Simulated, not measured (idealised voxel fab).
The name of this process module is voxel gate over fins.
Square cell edge 5 nm, section width 285 nm, ID cut.
In this document a cross-section is written as a grid of square cells. It is given as a series of bands, listed from the top down, and a band is one or more rows of cells. The entry gives the band's vertical extent as a top height and a bottom height in nm, then its horizontal make-up as materials from left to right, each with a width in nm. "empty" stands for empty space; a single material marked "throughout" fills the band edge to edge. Below 0: as-received wafer, all one material; heights counted from there. Lowest band: no bottom, goes on down, written "top 0, no bottom". Note: "30->40" means the width goes from the first number (top row of the band) to the second number (bottom row) in equal steps per row of cells. Reading "no alteration" for a step: not a cell of the cross-section changed in it. In "Sealed void inventory" the enclosed voids are listed, meaning empty spaces of 8 cells or larger without any opening to the top. The form is width x height at distance, distance from the left edge, units nm. Read whatever lies past the settings on a step's line as the simulator's own remark about the step. overlay nm: where the mask lay relative to plan, measured to the right, on steps with a mask; negatives go left.

[The process steps that were planned are listed below]
1: RECEIVE: material Si
2: CONFORMAL_DEP: material SiN, thk nm 10
3: MASKED_ETCH: tone cover, mask id FINS, width nm 15, pitch nm 60, etch materials SiN, depth nm 10, overlay nm -15
4: MASKED_ETCH: tone cover, mask id FINS, width nm 15, pitch nm 60, etch materials Si, depth nm 35, overlay nm 0
5: OXIDIZE: depth nm 5
6: FILL_DEP: material SiO2, thk nm 10
7: CMP: height nm 10
8: PATTERN: tone open, mask id RAIL, material resist, width nm 15, thk nm 20, overlay nm 0
9: DIRECTIONAL_ETCH: etch materials SiO2, depth nm 40
10: STRIP: etch materials resist
11: CONFORMAL_DEP: material TiN, thk nm 5
12: FILL_DEP: material W, thk nm 10
13: CMP: height nm 10
14: SELECTIVE_ETCH: etch materials W Ru TiN, depth nm 35
15: FILL_DEP: material SiO2, thk nm 5
16: CMP: height nm 10
17: SELECTIVE_ETCH: etch materials SiO2, depth nm 25
18: STRIP: etch materials SiN
19: CONFORMAL_DEP: material HfO2, thk nm 5
20: CONFORMAL_DEP: material TiN, thk nm 5
21: CONFORMAL_DEP: material TiAl, thk nm 5
22: CONFORMAL_DEP: material TiN, thk nm 5
23: FILL_DEP: material W, thk nm 10
24: CMP: height nm 25
25: CONFORMAL_DEP: material SiCN, thk nm 10
It is noted that the wafers described herein are identical at the outset and are distinguished by the overlay nm of step 3; the value stated in the plan corresponds to the first wafer.

[As-received state after step 1, first of several wafers, cross-section]
  top 0, no bottom = Si throughout
  Sealed void inventory: none

[Tabulated below, wafer by wafer, are the end-of-module results: for each material, the number of cells gained (+) or lost (-) relative to the as-received state, followed by the closed voids]
overlay nm -15 | +69 HfO2 | -398 Si | +114 SiCN | +242 SiO2 | +69 TiAl | +141 TiN | +162 W | Sealed void inventory: none
overlay nm -10 | +69 HfO2 | -412 Si | +114 SiCN | +252 SiO2 | +69 TiAl | +141 TiN | +166 W | Sealed void inventory: none
overlay nm -5 | +69 HfO2 | -426 Si | +114 SiCN | +262 SiO2 | +69 TiAl | +141 TiN | +170 W | Sealed void inventory: none
overlay nm 0 | +69 HfO2 | -440 Si | +114 SiCN | +272 SiO2 | +69 TiAl | +141 TiN | +174 W | Sealed void inventory: none
overlay nm 5 | +69 HfO2 | -426 Si | +114 SiCN | +262 SiO2 | +69 TiAl | +141 TiN | +170 W | Sealed void inventory: none
overlay nm 10 | +69 HfO2 | -412 Si | +114 SiCN | +252 SiO2 | +69 TiAl | +141 TiN | +166 W | Sealed void inventory: none
overlay nm 15 | +69 HfO2 | -398 Si | +114 SiCN | +242 SiO2 | +69 TiAl | +141 TiN | +162 W | Sealed void inventory: none
